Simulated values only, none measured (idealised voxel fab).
Process module, titled voxel released beams
Cross-sectional view cut (width: 180 nm; square cell size: 5 nm).
Heads up, the way a cross-section reads in here is a grid of square cells, handed over as bands from the top down, with every band being one or more rows of cells.
Top height, bottom height, nm. Materials left to right, width each, nm. Single material + "full width" = fills band edge to edge. "blank" = empty.
Height datum 0, below which the as-received substrate wafer is one material. Lowest band open at the bottom, running downward: "from 0 down".
The notation "30->40" denotes a width that varies across the rows of cells in the band, beginning at the first number in the top row, finishing at the second number in the bottom row, and changing by an identical amount from each row to the next.
No cell of the cross-section changed in a step that is given as "nothing was modified".
"Enclosed void catalog" means: voids of 8 cells or more that are shut off from the top with no open way through. Written width x height at distance, distance from the left edge, in nm.
If you see something after the settings on a step's line, that's the simulator's own remark about that step.
"overlay nm", when on a step's line for a step with a mask, measures how far to the right of its planned place the mask lay; a negative measure means to the left.

### The planned process steps are enumerated hereunder
1) RECEIVE, material Si
2) CONFORMAL_DEP, material SiN, thk nm 5
3) DIRECTIONAL_DEP, material SiO2, thk nm 10
4) DIRECTIONAL_DEP, material aC, thk nm 15
5) PATTERN, tone open, mask id ANCHOR, material resist, width nm 40, thk nm 35, overlay nm 0
6) DIRECTIONAL_ETCH, etch materials aC, depth nm 15
7) STRIP, etch materials resist
8) DIRECTIONAL_ETCH, etch materials SiO2, depth nm 10
9) STRIP, etch materials aC
10) CONFORMAL_DEP, material W, thk nm 15
11) DIRECTIONAL_DEP, material aC, thk nm 10
12) PATTERN, tone cover, mask id BEAM, material resist, width nm 100, thk nm 25, overlay nm 0
13) DIRECTIONAL_ETCH, etch materials aC, depth nm 10
14) STRIP, etch materials resist
15) DIRECTIONAL_ETCH, etch materials W, depth nm 15
16) STRIP, etch materials aC
17) STRIP, etch materials SiO2

### Cross-section of the wafer at receipt, which is the condition after step 1
from 0 down  Si full width
Enclosed void catalog: none

### Wafer cross-section at module end: first of two, run to plan
from 30 to 20  35 nm blank, then 20 nm W, then 10 nm blank, then 70 nm W, then 45 nm blank
from 20 to 15  35 nm blank, then 100 nm W, then 45 nm blank
from 15 to 5  40 nm blank, then 40 nm W, then 100 nm blank
from 5 to 0  SiN full width
from 0 down  Si full width
Enclosed void catalog: none

### Cross-section of the latter of the two wafers at module completion. It had an identical start and an identical plan to the former; in running it, one mistake was made
from 30 to 20  40 nm blank, then 15 nm W, then 10 nm blank, then 75 nm W, then 40 nm blank
from 20 to 15  40 nm blank, then 100 nm W, then 40 nm blank
from 15 to 5  40 nm blank, then 40 nm W, then 100 nm blank
from 5 to 0  SiN full width
from 0 down  Si full width
Enclosed void catalog: none
The mistake made against the process plan was this: not per plan at step 12, really ran PATTERN, tone cover, mask id BEAM, material resist, width nm 100, thk nm 25, overlay nm 5
At the end, the second wafer has the same number of cells of each material as the first, but those cells sit in other places.
